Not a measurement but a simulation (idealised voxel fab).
The process module that follows is named voxel ribs on slabs.
The cross-section on display is named cut; it measures 200 nm wide, and its cells are 5 nm squares.
Throughout this document, each cross-section is represented as a grid of square cells and is presented as a sequence of bands enumerated from the top downward, where a band comprises one or more rows of cells.
Per band: top height and bottom height in nm, followed by the left-to-right materials and their widths in nm; "throughout" marks a single material spanning edge to edge, "air" marks empty space.
Counting heights begins at 0, where everything beneath is, in the wafer as received, one material. The lowest band has no bottom; it goes on downwards, as "z 0 and below" shows.
A width such as "30..40" changes by the same amount from each row of cells to the next, from the band's top row to its bottom row.
Reading "remained the same" for a step: not a cell of the cross-section changed in it.
Heads up: "Closed void roster" only lists the empty pockets with no open path to the top that are 8 cells or more, and it writes them as width x height at distance, distance from the left edge, in nm.
If you see something after the settings on a step's line, that's the simulator's own remark about that step.
Among the settings permitted on a step's line is "overlay nm"; applied to a step with a mask, it specifies the extent to which the mask lay to the right of its planned position, whereas a negative figure signifies a position to the left.
The steps planned for the process are as follows
| 1 | RECEIVE | material Si |
| 2 | DIRECTIONAL_DEP | material SiO2 | thk nm 20 |
| 3 | DIRECTIONAL_DEP | material SiN | thk nm 25 |
| 4 | PATTERN | tone cover | mask id RIB | material resist | width nm 20 | thk nm 20 | overlay nm 0 |
| 5 | DIRECTIONAL_ETCH | etch materials SiN | depth nm 5 |
| 6 | STRIP | etch materials resist |
| 7 | PATTERN | tone cover | mask id SLAB | material resist | width nm 80 | thk nm 15 | overlay nm 0 |
| 8 | DIRECTIONAL_ETCH | etch materials SiN | depth nm 20 |
| 9 | STRIP | etch materials resist |
| 10 | FILL_DEP | material SiO2 | thk nm 30 |
| 11 | CMP | height nm 65 |
| 12 | DIRECTIONAL_DEP | material W | thk nm 10 |
| 13 | MASKED_ETCH | tone cover | mask id HEATER | width nm 30 | etch materials W | depth nm 10 | overlay nm 0 |
| 14 | CONFORMAL_DEP | material SiO2 | thk nm 10 |
First of two wafers - as planned
Received-state cross-section, reflecting completion of step 1
> z 0 and below = Si throughout
> Closed void roster: none
after step 2
> z 20 to 0 = SiO2 throughout
> Below 0 it's all the same as before, nothing changed down there.
after step 3
> z 45 to 20 = SiN throughout
> Below 20 it's all the same as before, nothing changed down there.
after step 4
> z 65 to 45 = 90 of air  20 of resist  90 of air
> Below 45 it's all the same as before, nothing changed down there.
after step 5
> z 65 to 45 = 90 of air  20 of resist  90 of air
> z 45 to 40 = 90 of air  20 of SiN  90 of air
> Below 40 it's all the same as before, nothing changed down there.
after step 6
> z 45 to 40 = 90 of air  20 of SiN  90 of air
> Below 40 it's all the same as before, nothing changed down there.
after step 7
> z 60 to 45 = 60 of air  80 of resist  60 of air
> z 45 to 40 = 60 of air  30 of resist  20 of SiN  30 of resist  60 of air
> Below 40 it's all the same as before, nothing changed down there.
after step 8
> z 60 to 45 = 60 of air  80 of resist  60 of air
> z 45 to 40 = 60 of air  30 of resist  20 of SiN  30 of resist  60 of air
> z 40 to 20 = 60 of air  80 of SiN  60 of air
> Below 20 it's all the same as before, nothing changed down there.
after step 9
> z 45 to 40 = 90 of air  20 of SiN  90 of air
> Below 40 it's all the same as before, nothing changed down there.
after step 10
> z 75 to 45 = SiO2 throughout
> z 45 to 40 = 90 of SiO2  20 of SiN  90 of SiO2
> z 40 to 20 = 60 of SiO2  80 of SiN  60 of SiO2
> Below 20 it's all the same as before, nothing changed down there.
after step 11
> z 65 to 45 = SiO2 throughout
> Below 45 it's all the same as before, nothing changed down there.
after step 12
> z 75 to 65 = W throughout
> Below 65 it's all the same as before, nothing changed down there.
after step 13
> z 75 to 65 = 85 of air  30 of W  85 of air
> Below 65 it's all the same as before, nothing changed down there.
after step 14
> z 85 to 75 = 75 of air  50 of SiO2  75 of air
> z 75 to 65 = 85 of SiO2  30 of W  85 of SiO2
> Below 65 it's all the same as before, nothing changed down there.
For the second wafer, take the first wafer's start and plan, then add one mistake made in running it; everything through step 2, that step included, is shared with the first
Here is the second wafer in cross-section at the point where step 3 of the plan should have been done
> z 70 to 20 = SiN throughout
> Below 20 it's all the same as before, nothing changed down there.
Here is the second wafer in cross-section at the point where step 4 of the plan should have been done
> z 90 to 70 = 90 of air  20 of resist  90 of air
> Below 70 it's all the same as before, nothing changed down there.
Here is the second wafer in cross-section at the point where step 5 of the plan should have been done
> z 90 to 70 = 90 of air  20 of resist  90 of air
> z 70 to 65 = 90 of air  20 of SiN  90 of air
> Below 65 it's all the same as before, nothing changed down there.
Here is the second wafer in cross-section at the point where step 6 of the plan should have been done
> z 70 to 65 = 90 of air  20 of SiN  90 of air
> Below 65 it's all the same as before, nothing changed down there.
Here is the second wafer in cross-section at the point where step 7 of the plan should have been done
> z 85 to 70 = 60 of air  80 of resist  60 of air
> z 70 to 65 = 60 of air  30 of resist  20 of SiN  30 of resist  60 of air
> Below 65 it's all the same as before, nothing changed down there.
Here is the second wafer in cross-section at the point where step 8 of the plan should have been done
> z 85 to 70 = 60 of air  80 of resist  60 of air
> z 70 to 65 = 60 of air  30 of resist  20 of SiN  30 of resist  60 of air
> z 65 to 45 = 60 of air  80 of SiN  60 of air
> Below 45 it's all the same as before, nothing changed down there.
Here is the second wafer in cross-section at the point where step 9 of the plan should have been done
> z 70 to 65 = 90 of air  20 of SiN  90 of air
> Below 65 it's all the same as before, nothing changed down there.
Here is the second wafer in cross-section at the point where step 10 of the plan should have been done
> z 100 to 70 = SiO2 throughout
> z 70 to 65 = 90 of SiO2  20 of SiN  90 of SiO2
> z 65 to 45 = 60 of SiO2  80 of SiN  60 of SiO2
> Below 45 it's all the same as before, nothing changed down there.
Here is the second wafer in cross-section at the point where step 11 of the plan should have been done
> z 65 to 45 = 60 of SiO2  80 of SiN  60 of SiO2
> Below 45 it's all the same as before, nothing changed down there.
Here is the second wafer in cross-section at the point where step 12 of the plan should have been done
> z 75 to 65 = W throughout
> Below 65 it's all the same as before, nothing changed down there.
Here is the second wafer in cross-section at the point where step 13 of the plan should have been done
> z 75 to 65 = 85 of air  30 of W  85 of air
> Below 65 it's all the same as before, nothing changed down there.
Here is the second wafer in cross-section at the point where step 14 of the plan should have been done
> z 85 to 75 = 75 of air  50 of SiO2  75 of air
> z 75 to 65 = 85 of SiO2  30 of W  85 of SiO2
> Below 65 it's all the same as before, nothing changed down there.
Deviation noted in wafer processing: plan step 3 was twice executed
Counted in cells at the end, the second wafer holds more or fewer of these materials than the first: 196 more of SiN; 196 fewer of SiO2
